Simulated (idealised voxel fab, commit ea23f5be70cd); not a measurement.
voxel trench capacitor: a process module
Displayed cross-section: cut, width of 245 nm, square cells sized 5 nm.
For the purposes of this document, a cross-section shall be understood as a grid of square cells, specified as bands listed in top-to-bottom order, each band consisting of one or more rows of cells.
For a band, the entry starts with two heights in nm, that of the top and then that of the bottom, and carries on with the band's materials in order from left to right, each alongside its width in nm; the word "everywhere" beside a single material means it fills the band edge to edge, and "air" means empty space.
Heights from 0 (as-received wafer is one material below). Bottom band endless downward, as "0 -> down".
A width given as "30..40" starts at the first number in the band's top row and ends at the second number in its bottom row, shifting by an equal amount at every step from row to row.
A step reported as "nothing got changed" is a step in which no cell of the cross-section changed.
Entry "Enclosed voids". Content: empty spaces with no open connection to the top, size 8 cells or greater. Each: width x height at distance. Distance: from left edge. Unit: nm.
If you see something after the settings on a step's line, that's the simulator's own remark about that step.
The setting "overlay nm" may be written on the line of a step. When the step uses a mask, the value reports how far to the right of the planned place the mask lay, and a negative value reports that it lay to the left.
The following list gives the planned process steps:
step 1: RECEIVE [material Si]
step 2: CONFORMAL_DEP [material SiN] [thk nm 10]
step 3: PATTERN [tone open] [mask id TRENCH] [material resist] [width nm 25] [pitch nm 55] [thk nm 20] [overlay nm 0]
step 4: DIRECTIONAL_ETCH [etch materials SiN] [depth nm 10]
step 5: DIRECTIONAL_ETCH [etch materials Si] [depth nm 25]
step 6: STRIP [etch materials resist]
step 7: CONFORMAL_DEP [material Al2O3] [thk nm 5]
step 8: CONFORMAL_DEP [material TiN] [thk nm 5]
step 9: FILL_DEP [material W] [thk nm 10]
step 10: CMP [height nm 10]
Wafer as received: cross-section following step 1:
0 -> down  Si everywhere
Enclosed voids: none
End-of-module cross-section of the first of two wafers, processed as planned:
10 -> 0  SiN (55) / Al2O3 (5) / TiN (5) / W (5) / TiN (5) / Al2O3 (5) / SiN (30) / Al2O3 (5) / TiN (5) / W (5) / TiN (5) / Al2O3 (5) / SiN (30) / Al2O3 (5) / TiN (5) / W (5) / TiN (5) / Al2O3 (5) / SiN (55)
0 -> -15  Si (55) / Al2O3 (5) / TiN (5) / W (5) / TiN (5) / Al2O3 (5) / Si (30) / Al2O3 (5) / TiN (5) / W (5) / TiN (5) / Al2O3 (5) / Si (30) / Al2O3 (5) / TiN (5) / W (5) / TiN (5) / Al2O3 (5) / Si (55)
-15 -> -20  Si (55) / Al2O3 (5) / TiN (15) / Al2O3 (5) / Si (30) / Al2O3 (5) / TiN (15) / Al2O3 (5) / Si (30) / Al2O3 (5) / TiN (15) / Al2O3 (5) / Si (55)
-20 -> -25  Si (55) / Al2O3 (25) / Si (30) / Al2O3 (25) / Si (30) / Al2O3 (25) / Si (55)
-25 -> down  Si everywhere
Enclosed voids: none
Wafer two (of two), end-of-module cross-section: start = wafer one, plan = wafer one, one run mistake:
10 -> 0  SiN (60) / Al2O3 (5) / TiN (5) / Al2O3 (5) / SiN (40) / Al2O3 (5) / TiN (5) / Al2O3 (5) / SiN (40) / Al2O3 (5) / TiN (5) / Al2O3 (5) / SiN (60)
0 -> -20  Si (60) / Al2O3 (5) / TiN (5) / Al2O3 (5) / Si (40) / Al2O3 (5) / TiN (5) / Al2O3 (5) / Si (40) / Al2O3 (5) / TiN (5) / Al2O3 (5) / Si (60)
-20 -> -25  Si (60) / Al2O3 (15) / Si (40) / Al2O3 (15) / Si (40) / Al2O3 (15) / Si (60)
-25 -> down  Si everywhere
Enclosed voids: none
Error vs. plan: contrary to plan, step 3 was performed as PATTERN [tone open] [mask id TRENCH] [material resist] [width nm 15] [pitch nm 55] [thk nm 20] [overlay nm 0]
at the end the second wafer has, in cells: Al2O3 -6; Si +30; SiN +12; TiN -21; W -15
